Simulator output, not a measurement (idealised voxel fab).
Name of the process module below: voxel transistor to metal
It is cross-section cut that appears here, measuring 275 nm in width, its square cells being 5 nm in size.
A cross-section in this document is a grid of square cells, and it is written down as bands, the top band listed before the ones below it; a band is made up of one or more rows of cells.
Within each band entry, the heights of the top and of the bottom of the band appear first, in that order and in nm; the materials of the band then follow from left to right, each with its corresponding width in nm. The designation "edge to edge" on a single material indicates that it fills the band from edge to edge; the designation "empty" indicates empty space.
Where do heights start? At 0: under that level the wafer as delivered is made of one material only. And the lowest band has no floor; it just carries on downward, as in "0..down".
With a width like "30->40", each row of cells in the band differs from the next by the same amount, the top row carrying the first number and the bottom row the second.
When a step is marked "changes: none", none of the cells in the cross-section changed during that step.
Each empty space that has no open way to the top and spans at least 8 cells appears under "Enclosed void inventory" as width x height at distance, the distance counted from the left edge, all in nm.
If you see something after the settings on a step's line, that's the simulator's own remark about that step.
For masked steps, "overlay nm" on the step line gives how far right of plan the mask actually lay; a minus sign means it lay to the left.
-- Steps planned for the process
step 1: RECEIVE,material Si
step 2: CONFORMAL_DEP,material SiO2,thk nm 5
step 3: CONFORMAL_DEP,material SiN,thk nm 10
step 4: PATTERN,tone cover,mask id ACTIVE,material resist,width nm 105,pitch nm 125,thk nm 15,overlay nm 0
step 5: DIRECTIONAL_ETCH,etch materials SiN,depth nm 10
step 6: DIRECTIONAL_ETCH,etch materials SiO2,depth nm 5
step 7: DIRECTIONAL_ETCH,etch materials Si,depth nm 25
step 8: STRIP,etch materials resist
step 9: OXIDIZE,depth nm 5
step 10: FILL_DEP,material SiO2,thk nm 10
step 11: CMP,height nm 15
step 12: SELECTIVE_ETCH,etch materials SiO2,depth nm 10
step 13: STRIP,etch materials SiN
step 14: SELECTIVE_ETCH,etch materials SiO2,depth nm 5
step 15: OXIDIZE,depth nm 5
step 16: DIRECTIONAL_DEP,material polySi,thk nm 30
step 17: DIRECTIONAL_DEP,material SiCN,thk nm 10
step 18: MASKED_ETCH,tone cover,mask id GATE,width nm 25,pitch nm 125,etch materials SiCN,depth nm 20,overlay nm 0
step 19: MASKED_ETCH,tone cover,mask id GATE,width nm 25,pitch nm 125,etch materials polySi,depth nm 40,overlay nm 0
step 20: CONFORMAL_DEP,material SiO2,thk nm 5
step 21: DIRECTIONAL_ETCH,etch materials SiO2,depth nm 5
step 22: CONFORMAL_DEP,material SiN,thk nm 5
step 23: DIRECTIONAL_ETCH,etch materials SiN,depth nm 5
step 24: DIRECTIONAL_ETCH,etch materials SiO2,depth nm 5
step 25: DIRECTIONAL_ETCH,etch materials Si,depth nm 15
step 26: EPI,material SiGe,thk nm 20
step 27: FILL_DEP,material SiO2,thk nm 5
step 28: CMP,height nm 30
step 29: STRIP,etch materials polySi
step 30: SELECTIVE_ETCH,etch materials SiO2,depth nm 5
step 31: CONFORMAL_DEP,material HfO2,thk nm 5
step 32: CONFORMAL_DEP,material TiN,thk nm 5
step 33: FILL_DEP,material W,thk nm 5
step 34: CMP,height nm 25
step 35: DIRECTIONAL_DEP,material SiO2,thk nm 10
step 36: PATTERN,tone open,mask id CONTACT,material resist,width nm 20,thk nm 20,overlay nm 0
step 37: DIRECTIONAL_ETCH,etch materials SiO2,depth nm 35
step 38: STRIP,etch materials resist
step 39: CONFORMAL_DEP,material TiN,thk nm 5
step 40: FILL_DEP,material Ru,thk nm 10
step 41: CMP,height nm 35
step 42: DIRECTIONAL_DEP,material TiN,thk nm 5
step 43: DIRECTIONAL_DEP,material Ru,thk nm 25
step 44: DIRECTIONAL_DEP,material aC,thk nm 10
step 45: PATTERN,tone cover,mask id METAL_1,material resist,width nm 20,thk nm 30,overlay nm 0
step 46: DIRECTIONAL_ETCH,etch materials aC,depth nm 10
step 47: STRIP,etch materials resist
step 48: DIRECTIONAL_ETCH,etch materials Ru,depth nm 25
step 49: DIRECTIONAL_ETCH,etch materials TiN,depth nm 5
step 50: STRIP,etch materials aC
step 51: CONFORMAL_DEP,material SiN,thk nm 5
step 52: FILL_DEP,material lowk,thk nm 10
step 53: CMP,height nm 65
step 54: CONFORMAL_DEP,material SiCN,thk nm 5
-- Cross-section, incoming material, after step 1
	0..down = Si edge to edge
	Enclosed void inventory: none
-- Result of the module, cross-sectioned: start per above, plan per above, one error in how it was run
	70..65 = SiCN edge to edge
	65..40 = Ru 25 / SiN 5 / lowk 10 / SiN 5 / Ru 55 / SiN 5 / lowk 10 / SiN 5 / Ru 30 / SiN 5 / lowk 10 / SiN 5 / Ru 55 / SiN 5 / lowk 10 / SiN 5 / Ru 30
	40..35 = TiN 25 / SiN 20 / TiN 55 / SiN 20 / TiN 30 / SiN 20 / TiN 55 / SiN 20 / TiN 30
	35..25 = SiO2 25 / TiN 5 / Ru 10 / TiN 5 / SiO2 55 / TiN 5 / Ru 10 / TiN 5 / SiO2 30 / TiN 5 / Ru 10 / TiN 5 / SiO2 55 / TiN 5 / Ru 10 / TiN 5 / SiO2 30
	25..20 = SiO2 25 / TiN 5 / Ru 10 / TiN 5 / SiO2 5 / SiN 5 / HfO2 5 / TiN 5 / W 15 / TiN 5 / HfO2 5 / SiN 5 / SiO2 5 / TiN 5 / Ru 10 / TiN 5 / SiO2 30 / TiN 5 / Ru 10 / TiN 5 / SiO2 5 / SiN 5 / HfO2 5 / TiN 5 / W 15 / TiN 5 / HfO2 5 / SiN 5 / SiO2 5 / TiN 5 / Ru 10 / TiN 5 / SiO2 30
	20..15 = SiO2 25 / TiN 20 / SiO2 5 / SiN 5 / HfO2 5 / TiN 5 / W 15 / TiN 5 / HfO2 5 / SiN 5 / SiO2 5 / TiN 20 / SiO2 30 / TiN 20 / SiO2 5 / SiN 5 / HfO2 5 / TiN 5 / W 15 / TiN 5 / HfO2 5 / SiN 5 / SiO2 5 / TiN 20 / SiO2 30
	15..5 = SiO2 25 / TiN 5 / SiGe 20 / SiN 5 / HfO2 5 / TiN 5 / W 15 / TiN 5 / HfO2 5 / SiN 5 / SiGe 20 / TiN 5 / SiO2 30 / TiN 5 / SiGe 20 / SiN 5 / HfO2 5 / TiN 5 / W 15 / TiN 5 / HfO2 5 / SiN 5 / SiGe 20 / TiN 5 / SiO2 30
	5..0 = SiO2 25 / TiN 5 / SiGe 20 / SiN 5 / HfO2 5 / TiN 25 / HfO2 5 / SiN 5 / SiGe 20 / TiN 5 / SiO2 30 / TiN 5 / SiGe 20 / SiN 5 / HfO2 5 / TiN 25 / HfO2 5 / SiN 5 / SiGe 20 / TiN 5 / SiO2 30
	0..-5 = SiO2 20 / SiGe 30 / SiO2 5 / HfO2 35 / SiO2 5 / SiGe 30 / SiO2 20 / SiGe 30 / SiO2 5 / HfO2 35 / SiO2 5 / SiGe 30 / SiO2 25
	-5..-20 = SiO2 25 / SiGe 25 / Si 45 / SiGe 25 / SiO2 30 / SiGe 25 / Si 45 / SiGe 25 / SiO2 30
	-20..-30 = SiO2 25 / Si 95 / SiO2 30 / Si 95 / SiO2 30
	-30..down = Si edge to edge
	Enclosed void inventory: none
Processing error: rather than as planned, step 45 actually ran as PATTERN,tone open,mask id METAL_1,material resist,width nm 20,thk nm 30,overlay nm 0
